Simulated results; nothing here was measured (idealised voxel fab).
The process module presented herein is designated voxel released beams.
Each square cell in cross-section cut measures 5 nm, and the section as a whole is 280 nm wide.
In what follows, cross-sections appear as grids of square cells, described through bands that run from the top down, where every band is one or more rows of cells.
In this notation a band is specified by the heights of its top and bottom, in that order and in nm, after which its materials appear from left to right, each paired with its width in nm. The word "full width" attached to a single material means that material fills the band from edge to edge; the word "blank" stands for empty space.
Basically, 0 is our baseline, since under it the wafer straight out of the box is all one material. The bottom band has no lower end and keeps on going down, so it looks like "from 0 down".
Think of "30->40" as a width that walks from the first number to the second as you go down the band, top row to bottom row, taking equal-sized steps from row to row.
"everything unchanged", as given for a step, is the statement that not any cell of the cross-section underwent a change during that step.
Under "Voids lacking openings" you'll find the enclosed gaps, the ones with no way out to the top, that are 8 cells or bigger; each reads width x height at distance, with distance counted from the left edge, everything in nm.
Text after the settings on a step's line: the simulator's own remark on that step.
The "overlay nm" setting may appear on a step's line; for a step that uses a mask, it gives how far to the right of its planned position the mask lay, and a negative value indicates the left.
**Process steps - plan**
1,RECEIVE: material Si
2,CONFORMAL_DEP: material Al2O3, thk nm 5
3,DIRECTIONAL_DEP: material SiO2, thk nm 10
4,DIRECTIONAL_DEP: material aC, thk nm 10
5,PATTERN: tone open, mask id ANCHOR, material resist, width nm 40, thk nm 25, overlay nm 0
6,DIRECTIONAL_ETCH: etch materials aC, depth nm 10
7,STRIP: etch materials resist
8,DIRECTIONAL_ETCH: etch materials SiO2, depth nm 10
9,STRIP: etch materials aC
10,CONFORMAL_DEP: material SiN, thk nm 15
11,MASKED_ETCH: tone cover, mask id BEAM, width nm 85, etch materials SiN, depth nm 15, overlay nm 0
12,STRIP: etch materials SiO2
**Wafer cross-section on receipt, i.e. after step 1**
    from 0 down: Si full width
    Voids lacking openings: none
**Cross-sectional view of the first of the two wafers upon completion of the module, processed in accordance with the plan**
    from 30 to 20: blank 95 nm, then SiN 20 nm, then blank 10 nm, then SiN 55 nm, then blank 100 nm
    from 20 to 15: blank 95 nm, then SiN 85 nm, then blank 100 nm
    from 15 to 5: blank 100 nm, then SiN 40 nm, then blank 140 nm
    from 5 to 0: Al2O3 full width
    from 0 down: Si full width
    Voids lacking openings: none
**Cross-sectional view of the second of two wafers upon completion of the module. This wafer shared its starting condition and process plan with the first; one error was made during its execution**
    from 30 to 20: blank 95 nm, then SiN 20 nm, then blank 15 nm, then SiN 50 nm, then blank 100 nm
    from 20 to 15: blank 95 nm, then SiN 85 nm, then blank 100 nm
    from 15 to 5: blank 100 nm, then SiN 45 nm, then blank 135 nm
    from 5 to 0: Al2O3 full width
    from 0 down: Si full width
    Voids lacking openings: none
Plan not followed: step 5 was not run as planned; what actually ran was PATTERN: tone open, mask id ANCHOR, material resist, width nm 45, thk nm 25, overlay nm 0
Upon completion, the cell count for each material on the second wafer equals that on the first, whereas the spatial distribution of those cells differs.
